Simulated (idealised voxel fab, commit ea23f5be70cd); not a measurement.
Documented hereafter: the process module known as voxel quadruple lines.
cross-section cut | 270 nm wide | cells 5 nm
Reading order for cross-sections: top band down to bottom band. Underlying form: a grid of square cells. Band size: one or more rows of cells.
Heights first: top, then bottom, in nm. Then materials, left to right, each with a width in nm. "everywhere" on a single material: fills the band edge to edge. "air": empty space.
Measure heights from 0. That's the level where, below it, the as-received wafer is all one material. The lowest band is bottomless and extends downward; write it as in "0..down".
Top row gets the first number, bottom row gets the second, and each row in between changes by the same step: that is how a band width like "30..40" works.
Where the words "same as before" appear for a step, the cross-section shows no cell changed by that step; every cell remained as before.
For the entry "Unvented internal voids", the listed items are empty spaces with no open way to the top whose size is 8 cells or more; each item follows the pattern width x height at distance, where distance is from the left edge and all three are in nm.
If you see something after the settings on a step's line, that's the simulator's own remark about that step.
"overlay nm", when on a step's line for a step with a mask, measures how far to the right of its planned place the mask lay; a negative measure means to the left.

## So here's the lineup of process steps we planned
step 1: RECEIVE, material Si
step 2: CONFORMAL_DEP, material SiO2, thk nm 10
step 3: DIRECTIONAL_DEP, material Ru, thk nm 10
step 4: DIRECTIONAL_DEP, material polySi, thk nm 15
step 5: DIRECTIONAL_DEP, material aC, thk nm 25
step 6: PATTERN, tone cover, mask id MANDREL, material resist, width nm 30, pitch nm 80, thk nm 30, overlay nm 0
step 7: DIRECTIONAL_ETCH, etch materials aC, depth nm 25
step 8: STRIP, etch materials resist
step 9: CONFORMAL_DEP, material SiO2, thk nm 10
step 10: DIRECTIONAL_ETCH, etch materials SiO2, depth nm 10
step 11: STRIP, etch materials aC
step 12: DIRECTIONAL_ETCH, etch materials polySi, depth nm 15
step 13: STRIP, etch materials SiO2
step 14: CONFORMAL_DEP, material SiCN, thk nm 10
step 15: DIRECTIONAL_ETCH, etch materials SiCN, depth nm 10
step 16: STRIP, etch materials polySi
step 17: DIRECTIONAL_ETCH, etch materials Ru, depth nm 10
step 18: STRIP, etch materials SiCN

## First wafer out of two, processed as planned

## Delivered wafer in cross-section: state after step 1
0..down  Si everywhere
Unvented internal voids: none

## So this is the wafer cross-section right after step 2
10..0  SiO2 everywhere
Heights below 0 show no change.

## So this is the wafer cross-section right after step 3
20..10  Ru everywhere
Heights below 10 show no change.

## So this is the wafer cross-section right after step 4
35..20  polySi everywhere
Heights below 20 show no change.

## So this is the wafer cross-section right after step 5
60..35  aC everywhere
Heights below 35 show no change.

## So this is the wafer cross-section right after step 6
90..60  air 80  resist 30  air 50  resist 30  air 80
Heights below 60 show no change.

## So this is the wafer cross-section right after step 7
65..60  air 80  resist 30  air 50  resist 30  air 80
60..35  air 80  aC 30  air 50  aC 30  air 80
Heights below 35 show no change.

## So this is the wafer cross-section right after step 8
60..35  air 80  aC 30  air 50  aC 30  air 80
Heights below 35 show no change.

## So this is the wafer cross-section right after step 9
70..60  air 70  SiO2 50  air 30  SiO2 50  air 70
60..45  air 70  SiO2 10  aC 30  SiO2 10  air 30  SiO2 10  aC 30  SiO2 10  air 70
45..35  SiO2 80  aC 30  SiO2 50  aC 30  SiO2 80
Heights below 35 show no change.

## So this is the wafer cross-section right after step 10
60..35  air 70  SiO2 10  aC 30  SiO2 10  air 30  SiO2 10  aC 30  SiO2 10  air 70
Heights below 35 show no change.

## So this is the wafer cross-section right after step 11
60..35  air 70  SiO2 10  air 30  SiO2 10  air 30  SiO2 10  air 30  SiO2 10  air 70
Heights below 35 show no change.

## So this is the wafer cross-section right after step 12
60..35  air 70  SiO2 10  air 30  SiO2 10  air 30  SiO2 10  air 30  SiO2 10  air 70
35..20  air 70  polySi 10  air 30  polySi 10  air 30  polySi 10  air 30  polySi 10  air 70
Heights below 20 show no change.

## So this is the wafer cross-section right after step 13
35..20  air 70  polySi 10  air 30  polySi 10  air 30  polySi 10  air 30  polySi 10  air 70
Heights below 20 show no change.

## So this is the wafer cross-section right after step 14
45..35  air 60  SiCN 30  air 10  SiCN 30  air 10  SiCN 30  air 10  SiCN 30  air 60
35..30  air 60  SiCN 10  polySi 10  SiCN 10  air 10  SiCN 10  polySi 10  SiCN 10  air 10  SiCN 10  polySi 10  SiCN 10  air 10  SiCN 10  polySi 10  SiCN 10  air 60
30..20  SiCN 70  polySi 10  SiCN 30  polySi 10  SiCN 30  polySi 10  SiCN 30  polySi 10  SiCN 70
Heights below 20 show no change.

## So this is the wafer cross-section right after step 15
35..20  air 60  SiCN 10  polySi 10  SiCN 10  air 10  SiCN 10  polySi 10  SiCN 10  air 10  SiCN 10  polySi 10  SiCN 10  air 10  SiCN 10  polySi 10  SiCN 10  air 60
Heights below 20 show no change.

## So this is the wafer cross-section right after step 16
35..20  air 60  SiCN 10  air 10  SiCN 10  air 10  SiCN 10  air 10  SiCN 10  air 10  SiCN 10  air 10  SiCN 10  air 10  SiCN 10  air 10  SiCN 10  air 60
Heights below 20 show no change.

## So this is the wafer cross-section right after step 17
35..20  air 60  SiCN 10  air 10  SiCN 10  air 10  SiCN 10  air 10  SiCN 10  air 10  SiCN 10  air 10  SiCN 10  air 10  SiCN 10  air 10  SiCN 10  air 60
20..10  air 60  Ru 10  air 10  Ru 10  air 10  Ru 10  air 10  Ru 10  air 10  Ru 10  air 10  Ru 10  air 10  Ru 10  air 10  Ru 10  air 60
Heights below 10 show no change.

## So this is the wafer cross-section right after step 18
20..10  air 60  Ru 10  air 10  Ru 10  air 10  Ru 10  air 10  Ru 10  air 10  Ru 10  air 10  Ru 10  air 10  Ru 10  air 10  Ru 10  air 60
Heights below 10 show no change.

## Okay, second wafer. Nothing different at the start, nothing different in the plan, just one mistake somewhere in the running. As far as step 5, counting that step, it's the first wafer all over again

## Cross-sectional representation of the second wafer at the time designated in the plan for the completion of step 6
90..60  air 75  resist 40  air 40  resist 40  air 75
Heights below 60 show no change.

## Cross-sectional representation of the second wafer at the time designated in the plan for the completion of step 7
65..60  air 75  resist 40  air 40  resist 40  air 75
60..35  air 75  aC 40  air 40  aC 40  air 75
Heights below 35 show no change.

## Cross-sectional representation of the second wafer at the time designated in the plan for the completion of step 8
60..35  air 75  aC 40  air 40  aC 40  air 75
Heights below 35 show no change.

## Cross-sectional representation of the second wafer at the time designated in the plan for the completion of step 9
70..60  air 65  SiO2 60  air 20  SiO2 60  air 65
60..45  air 65  SiO2 10  aC 40  SiO2 10  air 20  SiO2 10  aC 40  SiO2 10  air 65
45..35  SiO2 75  aC 40  SiO2 40  aC 40  SiO2 75
Heights below 35 show no change.

## Cross-sectional representation of the second wafer at the time designated in the plan for the completion of step 10
60..35  air 65  SiO2 10  aC 40  SiO2 10  air 20  SiO2 10  aC 40  SiO2 10  air 65
Heights below 35 show no change.

## Cross-sectional representation of the second wafer at the time designated in the plan for the completion of step 11
60..35  air 65  SiO2 10  air 40  SiO2 10  air 20  SiO2 10  air 40  SiO2 10  air 65
Heights below 35 show no change.

## Cross-sectional representation of the second wafer at the time designated in the plan for the completion of step 12
60..35  air 65  SiO2 10  air 40  SiO2 10  air 20  SiO2 10  air 40  SiO2 10  air 65
35..20  air 65  polySi 10  air 40  polySi 10  air 20  polySi 10  air 40  polySi 10  air 65
Heights below 20 show no change.

## Cross-sectional representation of the second wafer at the time designated in the plan for the completion of step 13
35..20  air 65  polySi 10  air 40  polySi 10  air 20  polySi 10  air 40  polySi 10  air 65
Heights below 20 show no change.

## Cross-sectional representation of the second wafer at the time designated in the plan for the completion of step 14
45..35  air 55  SiCN 30  air 20  SiCN 60  air 20  SiCN 30  air 55
35..30  air 55  SiCN 10  polySi 10  SiCN 10  air 20  SiCN 10  polySi 10  SiCN 20  polySi 10  SiCN 10  air 20  SiCN 10  polySi 10  SiCN 10  air 55
30..20  SiCN 65  polySi 10  SiCN 40  polySi 10  SiCN 20  polySi 10  SiCN 40  polySi 10  SiCN 65
Heights below 20 show no change.

## Cross-sectional representation of the second wafer at the time designated in the plan for the completion of step 15
35..20  air 55  SiCN 10  polySi 10  SiCN 10  air 20  SiCN 10  polySi 10  SiCN 20  polySi 10  SiCN 10  air 20  SiCN 10  polySi 10  SiCN 10  air 55
Heights below 20 show no change.

## Cross-sectional representation of the second wafer at the time designated in the plan for the completion of step 16
35..20  air 55  SiCN 10  air 10  SiCN 10  air 20  SiCN 10  air 10  SiCN 20  air 10  SiCN 10  air 20  SiCN 10  air 10  SiCN 10  air 55
Heights below 20 show no change.

## Cross-sectional representation of the second wafer at the time designated in the plan for the completion of step 17
35..20  air 55  SiCN 10  air 10  SiCN 10  air 20  SiCN 10  air 10  SiCN 20  air 10  SiCN 10  air 20  SiCN 10  air 10  SiCN 10  air 55
20..10  air 55  Ru 10  air 10  Ru 10  air 20  Ru 10  air 10  Ru 20  air 10  Ru 10  air 20  Ru 10  air 10  Ru 10  air 55
Heights below 10 show no change.

## Cross-sectional representation of the second wafer at the time designated in the plan for the completion of step 18
20..10  air 55  Ru 10  air 10  Ru 10  air 20  Ru 10  air 10  Ru 20  air 10  Ru 10  air 20  Ru 10  air 10  Ru 10  air 55
Heights below 10 show no change.
Deviation from plan: it should be noted that step 6 was executed with settings other than those planned, the operation and settings actually applied being PATTERN, tone cover, mask id MANDREL, material resist, width nm 40, pitch nm 80, thk nm 30, overlay nm 0
at the end the second wafer has, in cells: as many of each material as the first, in other places
